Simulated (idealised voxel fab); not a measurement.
The name of this process module is voxel plated lines.
The cross-section shown here is cut; it is 225 nm wide and divided into square cells measuring 5 nm on a side.
We lay out every cross-section as a grid of square cells and spell it out in bands from the top down, where one band means one or more rows of cells.
The band entry comprises the height of the band's top followed by the height of its bottom, expressed in nm, and subsequently the band's materials from left to right, each stated together with its width in nm. Where a single material is marked with the word "everywhere", that material fills the band from edge to edge. The word "blank" represents empty space.
Zero point of the height axis is 0; under it, received wafer = one material. Lowest band: continues down indefinitely, "0 down".
The expression "30 to 40" gives the width at the extremes of the band, the first number at its top row of cells and the second at its bottom row, with the width changing by equal amounts from each row to the next in between.
Basically "nothing got changed" means that step didn't change any cell in the cross-section.
"Sealed void list" means: voids of 8 cells or more that are shut off from the top with no open way through. Written width x height at distance, distance from the left edge, in nm.
On a step's line, text after the settings is the simulator commenting on that step.
The "overlay nm" setting may appear on a step's line; for a step that uses a mask, it gives how far to the right of its planned position the mask lay, and a negative value indicates the left.

So here's the lineup of process steps we planned
step 1: RECEIVE,material Si
step 2: CONFORMAL_DEP,material Al2O3,thk nm 10
step 3: DIRECTIONAL_DEP,material TiN,thk nm 5
step 4: PATTERN,tone open,mask id LINES,material resist,width nm 15,pitch nm 40,thk nm 30,overlay nm 0
step 5: EPI,material Ru,thk nm 5
step 6: EPI,material Ru,thk nm 5
step 7: STRIP,etch materials resist
step 8: DIRECTIONAL_ETCH,etch materials TiN,depth nm 5
step 9: CONFORMAL_DEP,material SiO2,thk nm 10

Here's what the wafer looked like in cross-section when it arrived - that's after step 1
* 0 down: Si everywhere
* Sealed void list: none

First of two wafers at the end of the module, shown in cross-section; run carried out as planned
* 35 to 25: 75 of blank | 35 of SiO2 | 5 of blank | 35 of SiO2 | 75 of blank
* 25 to 20: 75 of blank | 10 of SiO2 | 15 of Ru | 10 of SiO2 | 5 of blank | 10 of SiO2 | 15 of Ru | 10 of SiO2 | 75 of blank
* 20 to 15: 85 of SiO2 | 15 of Ru | 25 of SiO2 | 15 of Ru | 85 of SiO2
* 15 to 10: 85 of SiO2 | 15 of TiN | 25 of SiO2 | 15 of TiN | 85 of SiO2
* 10 to 0: Al2O3 everywhere
* 0 down: Si everywhere
* Sealed void list: none

End-of-module cross-section of the second wafer: identical starting point and process plan to the first, with one processing mistake
* 35 to 25: SiO2 everywhere
* 25 to 15: 85 of Ru | 15 of SiO2 | 25 of Ru | 15 of SiO2 | 85 of Ru
* 15 to 10: 85 of TiN | 15 of SiO2 | 25 of TiN | 15 of SiO2 | 85 of TiN
* 10 to 0: Al2O3 everywhere
* 0 down: Si everywhere
* Sealed void list: none
What was the processing mistake? step 4 was run on a setting that differed from the plan, and what really ran there is PATTERN,tone cover,mask id LINES,material resist,width nm 15,pitch nm 40,thk nm 30,overlay nm 0
Final tally in cells, some materials are higher or lower on the second wafer than on the first: 66 more of Ru; 6 fewer of SiO2; 33 more of TiN
